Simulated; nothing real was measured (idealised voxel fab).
Title: Process Module voxel capacitor over wiring
This is section cut - it's 160 nm across, gridded in 5 nm square cells.
Reading order for cross-sections: top band down to bottom band. Underlying form: a grid of square cells. Band size: one or more rows of cells. What a band's entry tells you: where the top is and where the bottom is, as heights in nm, and after that what lies inside, material by material from left to right, each with its width in nm. Empty space is written as the word "empty", and a single material marked with the word "full width" occupies the band from edge to edge. Beneath 0, the wafer as received is one material, and that level is where height counting begins. The lowest band goes on downward without a bottom; it is written like "0..down". The notation "30 to 40" denotes a width that varies across the rows of cells in the band, beginning at the first number in the top row, finishing at the second number in the bottom row, and changing by an identical amount from each row to the next. Key: "changes: none" - step with no changed cell in the cross-section. "Sealed void listing": sealed empty spaces, 8 cells or more, no open way to top, listed width x height at distance, with distance from the left edge and width, height and distance in nm. Past the settings on a step's line: simulator remark, on that step. overlay nm: step with mask; distance mask lay right of planned place; negative value = left of planned place.

So here's the lineup of process steps we planned
1: RECEIVE,material Si
2: CONFORMAL_DEP,material SiO2,thk nm 10
3: DIRECTIONAL_DEP,material TiN,thk nm 5
4: DIRECTIONAL_DEP,material Ru,thk nm 20
5: PATTERN,tone cover,mask id METAL_1,material resist,width nm 25,pitch nm 75,thk nm 15,overlay nm 0
6: DIRECTIONAL_ETCH,etch materials Ru,depth nm 20
7: DIRECTIONAL_ETCH,etch materials TiN,depth nm 5
8: STRIP,etch materials resist
9: CONFORMAL_DEP,material SiCN,thk nm 5
10: FILL_DEP,material lowk,thk nm 10
11: CMP,height nm 35
12: CONFORMAL_DEP,material SiCN,thk nm 5
13: DIRECTIONAL_DEP,material lowk,thk nm 10
14: PATTERN,tone open,mask id PLUG_1,material resist,width nm 15,thk nm 15,overlay nm 0
15: DIRECTIONAL_ETCH,etch materials lowk,depth nm 10
16: DIRECTIONAL_ETCH,etch materials SiCN,depth nm 5
17: STRIP,etch materials resist
18: CONFORMAL_DEP,material TiN,thk nm 5
19: FILL_DEP,material Cu,thk nm 5
20: CMP,height nm 50
21: DIRECTIONAL_DEP,material TiN,thk nm 5
22: DIRECTIONAL_DEP,material Al2O3,thk nm 5
23: DIRECTIONAL_DEP,material TiN,thk nm 10
24: MASKED_ETCH,tone cover,mask id UPPER_PLATE,width nm 55,etch materials TiN,depth nm 10,overlay nm 0
25: MASKED_ETCH,tone cover,mask id UPPER_PLATE,width nm 55,etch materials Al2O3,depth nm 5,overlay nm 0
26: MASKED_ETCH,tone cover,mask id LOWER_PLATE,width nm 65,etch materials TiN,depth nm 5,overlay nm 0
27: FILL_DEP,material SiO2,thk nm 15
28: CMP,height nm 80
29: DIRECTIONAL_DEP,material aC,thk nm 15
30: PATTERN,tone open,mask id PLUG_2,material resist,width nm 15,thk nm 35,overlay nm 0
31: DIRECTIONAL_ETCH,etch materials aC,depth nm 15
32: STRIP,etch materials resist
33: DIRECTIONAL_ETCH,etch materials SiO2,depth nm 10
34: STRIP,etch materials aC
35: CONFORMAL_DEP,material TiN,thk nm 5
36: FILL_DEP,material Cu,thk nm 10
37: CMP,height nm 80
38: CONFORMAL_DEP,material SiCN,thk nm 5

Wafer, first of two, run as planned

Cross-sectional view of the wafer in its as-received condition, corresponding to the state after step 1
    0..down | Si full width
    Sealed void listing: none

Cross-section of the wafer subsequent to step 2
    10..0 | SiO2 full width
    Under 0: no change, same as before.

Cross-section of the wafer subsequent to step 3
    15..10 | TiN full width
    Under 10: no change, same as before.

Cross-section of the wafer subsequent to step 4
    35..15 | Ru full width
    Under 15: no change, same as before.

Cross-section of the wafer subsequent to step 5
    50..35 | 30 of empty, 25 of resist, 50 of empty, 25 of resist, 30 of empty
    Under 35: no change, same as before.

Cross-section of the wafer subsequent to step 6
    50..35 | 30 of empty, 25 of resist, 50 of empty, 25 of resist, 30 of empty
    35..15 | 30 of empty, 25 of Ru, 50 of empty, 25 of Ru, 30 of empty
    Under 15: no change, same as before.

Cross-section of the wafer subsequent to step 7
    50..35 | 30 of empty, 25 of resist, 50 of empty, 25 of resist, 30 of empty
    35..15 | 30 of empty, 25 of Ru, 50 of empty, 25 of Ru, 30 of empty
    15..10 | 30 of empty, 25 of TiN, 50 of empty, 25 of TiN, 30 of empty
    Under 10: no change, same as before.

Cross-section of the wafer subsequent to step 8
    35..15 | 30 of empty, 25 of Ru, 50 of empty, 25 of Ru, 30 of empty
    Under 15: no change, same as before.

Cross-section of the wafer subsequent to step 9
    40..35 | 25 of empty, 35 of SiCN, 40 of empty, 35 of SiCN, 25 of empty
    35..15 | 25 of empty, 5 of SiCN, 25 of Ru, 5 of SiCN, 40 of empty, 5 of SiCN, 25 of Ru, 5 of SiCN, 25 of empty
    15..10 | 30 of SiCN, 25 of TiN, 50 of SiCN, 25 of TiN, 30 of SiCN
    Under 10: no change, same as before.

Cross-section of the wafer subsequent to step 10
    50..40 | lowk full width
    40..35 | 25 of lowk, 35 of SiCN, 40 of lowk, 35 of SiCN, 25 of lowk
    35..15 | 25 of lowk, 5 of SiCN, 25 of Ru, 5 of SiCN, 40 of lowk, 5 of SiCN, 25 of Ru, 5 of SiCN, 25 of lowk
    Under 15: no change, same as before.

Cross-section of the wafer subsequent to step 11
    35..15 | 25 of lowk, 5 of SiCN, 25 of Ru, 5 of SiCN, 40 of lowk, 5 of SiCN, 25 of Ru, 5 of SiCN, 25 of lowk
    Under 15: no change, same as before.

Cross-section of the wafer subsequent to step 12
    40..35 | SiCN full width
    Under 35: no change, same as before.

Cross-section of the wafer subsequent to step 13
    50..40 | lowk full width
    Under 40: no change, same as before.

Cross-section of the wafer subsequent to step 14
    65..50 | 40 of resist, 15 of empty, 105 of resist
    Under 50: no change, same as before.

Cross-section of the wafer subsequent to step 15
    65..50 | 40 of resist, 15 of empty, 105 of resist
    50..40 | 40 of lowk, 15 of empty, 105 of lowk
    Under 40: no change, same as before.

Cross-section of the wafer subsequent to step 16
    65..50 | 40 of resist, 15 of empty, 105 of resist
    50..40 | 40 of lowk, 15 of empty, 105 of lowk
    40..35 | 40 of SiCN, 15 of empty, 105 of SiCN
    Under 35: no change, same as before.

Cross-section of the wafer subsequent to step 17
    50..40 | 40 of lowk, 15 of empty, 105 of lowk
    Under 40: no change, same as before.

Cross-section of the wafer subsequent to step 18
    55..50 | 45 of TiN, 5 of empty, 110 of TiN
    50..40 | 40 of lowk, 5 of TiN, 5 of empty, 5 of TiN, 105 of lowk
    40..35 | 40 of SiCN, 15 of TiN, 105 of SiCN
    Under 35: no change, same as before.

Cross-section of the wafer subsequent to step 19
    60..55 | Cu full width
    55..50 | 45 of TiN, 5 of Cu, 110 of TiN
    50..40 | 40 of lowk, 5 of TiN, 5 of Cu, 5 of TiN, 105 of lowk
    Under 40: no change, same as before.

Cross-section of the wafer subsequent to step 20
    50..40 | 40 of lowk, 5 of TiN, 5 of Cu, 5 of TiN, 105 of lowk
    Under 40: no change, same as before.

Cross-section of the wafer subsequent to step 21
    55..50 | TiN full width
    Under 50: no change, same as before.

Cross-section of the wafer subsequent to step 22
    60..55 | Al2O3 full width
    Under 55: no change, same as before.

Cross-section of the wafer subsequent to step 23
    70..60 | TiN full width
    Under 60: no change, same as before.

Cross-section of the wafer subsequent to step 24
    70..60 | 40 of empty, 55 of TiN, 65 of empty
    Under 60: no change, same as before.

Cross-section of the wafer subsequent to step 25
    70..60 | 40 of empty, 55 of TiN, 65 of empty
    60..55 | 40 of empty, 55 of Al2O3, 65 of empty
    Under 55: no change, same as before.

Cross-section of the wafer subsequent to step 26
    70..60 | 40 of empty, 55 of TiN, 65 of empty
    60..55 | 40 of empty, 55 of Al2O3, 65 of empty
    55..50 | 35 of empty, 65 of TiN, 60 of empty
    Under 50: no change, same as before.

Cross-section of the wafer subsequent to step 27
    85..70 | SiO2 full width
    70..60 | 40 of SiO2, 55 of TiN, 65 of SiO2
    60..55 | 40 of SiO2, 55 of Al2O3, 65 of SiO2
    55..50 | 35 of SiO2, 65 of TiN, 60 of SiO2
    Under 50: no change, same as before.

Cross-section of the wafer subsequent to step 28
    80..70 | SiO2 full width
    Under 70: no change, same as before.

Cross-section of the wafer subsequent to step 29
    95..80 | aC full width
    Under 80: no change, same as before.

Cross-section of the wafer subsequent to step 30
    130..95 | 50 of resist, 15 of empty, 95 of resist
    Under 95: no change, same as before.

Cross-section of the wafer subsequent to step 31
    115..95 | 50 of resist, 15 of empty, 95 of resist
    95..80 | 50 of aC, 15 of empty, 95 of aC
    Under 80: no change, same as before.

Cross-section of the wafer subsequent to step 32
    95..80 | 50 of aC, 15 of empty, 95 of aC
    Under 80: no change, same as before.

Cross-section of the wafer subsequent to step 33
    95..80 | 50 of aC, 15 of empty, 95 of aC
    80..70 | 50 of SiO2, 15 of empty, 95 of SiO2
    Under 70: no change, same as before.

Cross-section of the wafer subsequent to step 34
    80..70 | 50 of SiO2, 15 of empty, 95 of SiO2
    Under 70: no change, same as before.

Cross-section of the wafer subsequent to step 35
    85..80 | 55 of TiN, 5 of empty, 100 of TiN
    80..75 | 50 of SiO2, 5 of TiN, 5 of empty, 5 of TiN, 95 of SiO2
    75..70 | 50 of SiO2, 15 of TiN, 95 of SiO2
    Under 70: no change, same as before.

Cross-section of the wafer subsequent to step 36
    95..85 | Cu full width
    85..80 | 55 of TiN, 5 of Cu, 100 of TiN
    80..75 | 50 of SiO2, 5 of TiN, 5 of Cu, 5 of TiN, 95 of SiO2
    Under 75: no change, same as before.

Cross-section of the wafer subsequent to step 37
    80..75 | 50 of SiO2, 5 of TiN, 5 of Cu, 5 of TiN, 95 of SiO2
    Under 75: no change, same as before.

Cross-section of the wafer subsequent to step 38
    85..80 | SiCN full width
    Under 80: no change, same as before.

Wafer two: like wafer one in start and plan, but with one mistake in execution; identical up to and including step 21

Second wafer at the planned finish of step 22, seen in cross-section: changes: none

Second wafer at the planned finish of step 23, seen in cross-section
    65..50 | TiN full width
    Under 50: no change, same as before.

Second wafer at the planned finish of step 24, seen in cross-section
    65..55 | 40 of empty, 55 of TiN, 65 of empty
    Under 55: no change, same as before.

Second wafer at the planned finish of step 25, seen in cross-section: changes: none

Second wafer at the planned finish of step 26, seen in cross-section
    65..55 | 40 of empty, 55 of TiN, 65 of empty
    55..50 | 35 of empty, 65 of TiN, 60 of empty
    Under 50: no change, same as before.

Second wafer at the planned finish of step 27, seen in cross-section
    80..65 | SiO2 full width
    65..55 | 40 of SiO2, 55 of TiN, 65 of SiO2
    55..50 | 35 of SiO2, 65 of TiN, 60 of SiO2
    Under 50: no change, same as before.

Second wafer at the planned finish of step 28, seen in cross-section: changes: none

Second wafer at the planned finish of step 29, seen in cross-section
    95..80 | aC full width
    Under 80: no change, same as before.

Second wafer at the planned finish of step 30, seen in cross-section
    130..95 | 50 of resist, 15 of empty, 95 of resist
    Under 95: no change, same as before.

Second wafer at the planned finish of step 31, seen in cross-section
    115..95 | 50 of resist, 15 of empty, 95 of resist
    95..80 | 50 of aC, 15 of empty, 95 of aC
    Under 80: no change, same as before.

Second wafer at the planned finish of step 32, seen in cross-section
    95..80 | 50 of aC, 15 of empty, 95 of aC
    Under 80: no change, same as before.

Second wafer at the planned finish of step 33, seen in cross-section
    95..80 | 50 of aC, 15 of empty, 95 of aC
    80..70 | 50 of SiO2, 15 of empty, 95 of SiO2
    Under 70: no change, same as before.

Second wafer at the planned finish of step 34, seen in cross-section
    80..70 | 50 of SiO2, 15 of empty, 95 of SiO2
    Under 70: no change, same as before.

Second wafer at the planned finish of step 35, seen in cross-section
    85..80 | 55 of TiN, 5 of empty, 100 of TiN
    80..75 | 50 of SiO2, 5 of TiN, 5 of empty, 5 of TiN, 95 of SiO2
    75..70 | 50 of SiO2, 15 of TiN, 95 of SiO2
    Under 70: no change, same as before.

Second wafer at the planned finish of step 36, seen in cross-section
    95..85 | Cu full width
    85..80 | 55 of TiN, 5 of Cu, 100 of TiN
    80..75 | 50 of SiO2, 5 of TiN, 5 of Cu, 5 of TiN, 95 of SiO2
    Under 75: no change, same as before.

Second wafer at the planned finish of step 37, seen in cross-section
    80..75 | 50 of SiO2, 5 of TiN, 5 of Cu, 5 of TiN, 95 of SiO2
    Under 75: no change, same as before.

Second wafer at the planned finish of step 38, seen in cross-section
    85..80 | SiCN full width
    Under 80: no change, same as before.
It is concluded that the wafer was processed incorrectly with respect to the plan, in that step 22 of the plan got skipped, so it never ran
Cell-count delta at end, second wafer over first, by material: 11 fewer of Al2O3 | 11 more of SiO2
